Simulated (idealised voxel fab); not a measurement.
A process module follows: voxel transistor to metal.
cross-section cut | 190 nm wide | cells 5 nm
Notation: cross-section as square-cell grid; stated in bands, top first, going down; one or more cell rows per band.
It is stipulated that each band's entry specify, in nanometres, the height of the top of the band and then that of its bottom, followed by the materials of the band in left-to-right sequence, each together with its width in nanometres. A single material marked by the word "all across" is understood to fill the band from edge to edge; the word "empty" is understood to denote empty space.
The level at which height equals 0 is the one under which the wafer, as it arrives, is entirely one material. No lower edge exists for the bottom band, which continues downward and is notated as in "top 0, no bottom".
Per-row width for "30 to 40": begins at first number (top row of band), ends at second number (bottom row), increment between rows held constant.
When a step is marked "no alteration", none of the cells in the cross-section changed during that step.
Empty spaces counting at least 8 cells and having no open way to the top are listed in "Fully sealed cavities". The notation width x height at distance is used for each, the distance being from the left edge and all three values in nm.
Anything after a step's settings on that line? It's the simulator's own note about the step.
Regarding "overlay nm": on a step with a mask, it is the distance the mask lay to the right of its planned place; a negative value places it to the left.
[Listed below are the process steps as planned]
- 1: RECEIVE,material Si
- 2: CONFORMAL_DEP,material SiO2,thk nm 5
- 3: CONFORMAL_DEP,material SiN,thk nm 10
- 4: DIRECTIONAL_DEP,material aC,thk nm 10
- 5: PATTERN,tone cover,mask id ACTIVE,material resist,width nm 85,thk nm 30,overlay nm 0
- 6: DIRECTIONAL_ETCH,etch materials aC,depth nm 10
- 7: STRIP,etch materials resist
- 8: DIRECTIONAL_ETCH,etch materials SiN,depth nm 10
- 9: DIRECTIONAL_ETCH,etch materials SiO2,depth nm 5
- 10: DIRECTIONAL_ETCH,etch materials Si,depth nm 30
- 11: STRIP,etch materials aC
- 12: FILL_DEP,material SiO2,thk nm 10
- 13: CMP,height nm 15
- 14: SELECTIVE_ETCH,etch materials SiO2,depth nm 5
- 15: STRIP,etch materials SiN
- 16: SELECTIVE_ETCH,etch materials SiO2,depth nm 5
- 17: OXIDIZE,depth nm 5
- 18: DIRECTIONAL_DEP,material polySi,thk nm 25
- 19: DIRECTIONAL_DEP,material SiCN,thk nm 15
- 20: MASKED_ETCH,tone cover,mask id GATE,width nm 15,etch materials SiCN,depth nm 25,overlay nm 0
- 21: MASKED_ETCH,tone cover,mask id GATE,width nm 15,etch materials polySi,depth nm 35,overlay nm 0
- 22: CONFORMAL_DEP,material SiN,thk nm 5
- 23: DIRECTIONAL_ETCH,etch materials SiN,depth nm 5
- 24: DIRECTIONAL_ETCH,etch materials SiO2,depth nm 5
- 25: EPI,material nSi,thk nm 5
- 26: FILL_DEP,material SiO2,thk nm 10
- 27: CMP,height nm 40
- 28: DIRECTIONAL_DEP,material SiO2,thk nm 10
- 29: DIRECTIONAL_DEP,material aC,thk nm 10
- 30: PATTERN,tone open,mask id CONTACT,material resist,width nm 25,pitch nm 50,thk nm 30,overlay nm 0
- 31: DIRECTIONAL_ETCH,etch materials aC,depth nm 10
- 32: STRIP,etch materials resist
- 33: DIRECTIONAL_ETCH,etch materials SiO2,depth nm 50
- 34: STRIP,etch materials aC
- 35: CONFORMAL_DEP,material TiN,thk nm 5
- 36: FILL_DEP,material W,thk nm 5
- 37: CMP,height nm 50
- 38: CONFORMAL_DEP,material SiN,thk nm 5
- 39: DIRECTIONAL_DEP,material lowk,thk nm 25
- 40: PATTERN,tone open,mask id METAL_1,material resist,width nm 15,pitch nm 60,thk nm 20,overlay nm 0
- 41: DIRECTIONAL_ETCH,etch materials lowk,depth nm 25
- 42: DIRECTIONAL_ETCH,etch materials SiN,depth nm 5
- 43: STRIP,etch materials resist
- 44: CONFORMAL_DEP,material TiN,thk nm 5
- 45: FILL_DEP,material Ru,thk nm 5
- 46: CMP,height nm 80
- 47: CONFORMAL_DEP,material SiCN,thk nm 5
[Wafer at receipt (post step 1), cross-section]
	top 0, no bottom  Si all across
	Fully sealed cavities: none
[Here's the cross-section of the first of our two wafers at the end of the module - it ran as planned]
	top 85, bottom 80  SiCN all across
	top 80, bottom 55  lowk 55, TiN 5, Ru 5, TiN 5, lowk 45, TiN 5, Ru 5, TiN 5, lowk 60
	top 55, bottom 50  SiN 55, TiN 15, SiN 45, TiN 15, SiN 60
	top 50, bottom 40  SiO2 55, TiN 5, W 15, TiN 5, SiO2 25, TiN 5, W 15, TiN 5, SiO2 60
	top 40, bottom 25  SiO2 55, TiN 5, W 15, TiN 5, SiN 5, SiCN 15, SiN 5, TiN 5, W 15, TiN 5, SiO2 60
	top 25, bottom 5  SiO2 55, TiN 5, W 15, TiN 5, SiN 5, polySi 15, SiN 5, TiN 5, W 15, TiN 5, SiO2 60
	top 5, bottom 0  SiO2 45, SiN 5, SiO2 5, TiN 25, SiN 5, polySi 15, SiN 5, TiN 25, SiO2 5, SiN 5, SiO2 50
	top 0, bottom -5  SiO2 50, nSi 30, SiO2 25, nSi 30, SiO2 55
	top -5, bottom -30  SiO2 50, Si 85, SiO2 55
	top -30, no bottom  Si all across
	Fully sealed cavities: none
[Presented here is a cross-section of the second of the two wafers as it stood at the end of the module. It was started in the same manner and assigned the same plan as the first wafer; however, one mistake was made in its execution]
	top 85, bottom 80  SiCN all across
	top 80, bottom 55  lowk 55, TiN 5, Ru 5, TiN 5, lowk 45, TiN 5, Ru 5, TiN 5, lowk 60
	top 55, bottom 50  SiN 55, TiN 15, SiN 45, TiN 15, SiN 60
	top 50, bottom 45  W 50, TiN 5, SiO2 25, TiN 5, W 15, TiN 5, SiO2 25, TiN 5, W 55
	top 45, bottom 40  W 50, TiN 5, SiO2 25, TiN 25, SiO2 25, TiN 5, W 55
	top 40, bottom 25  W 50, TiN 5, SiO2 25, SiN 5, SiCN 15, SiN 5, SiO2 25, TiN 5, W 55
	top 25, bottom 10  W 50, TiN 5, SiO2 25, SiN 5, polySi 15, SiN 5, SiO2 25, TiN 5, W 55
	top 10, bottom 5  W 40, TiN 15, SiO2 25, SiN 5, polySi 15, SiN 5, SiO2 25, TiN 15, W 45
	top 5, bottom 0  TiN 45, SiN 5, TiN 5, SiO2 25, SiN 5, polySi 15, SiN 5, SiO2 25, TiN 5, SiN 5, TiN 50
	top 0, bottom -5  SiO2 50, nSi 30, SiO2 25, nSi 30, SiO2 55
	top -5, bottom -30  SiO2 50, Si 85, SiO2 55
	top -30, no bottom  Si all across
	Fully sealed cavities: none
Deviation noted in wafer processing: for step 30, the planned setting was not used; the step was instead run as PATTERN,tone cover,mask id CONTACT,material resist,width nm 25,pitch nm 50,thk nm 30,overlay nm 0
Final cells, second wafer relative to first, materials higher or lower: SiO2 -138 | TiN +4 | W +134
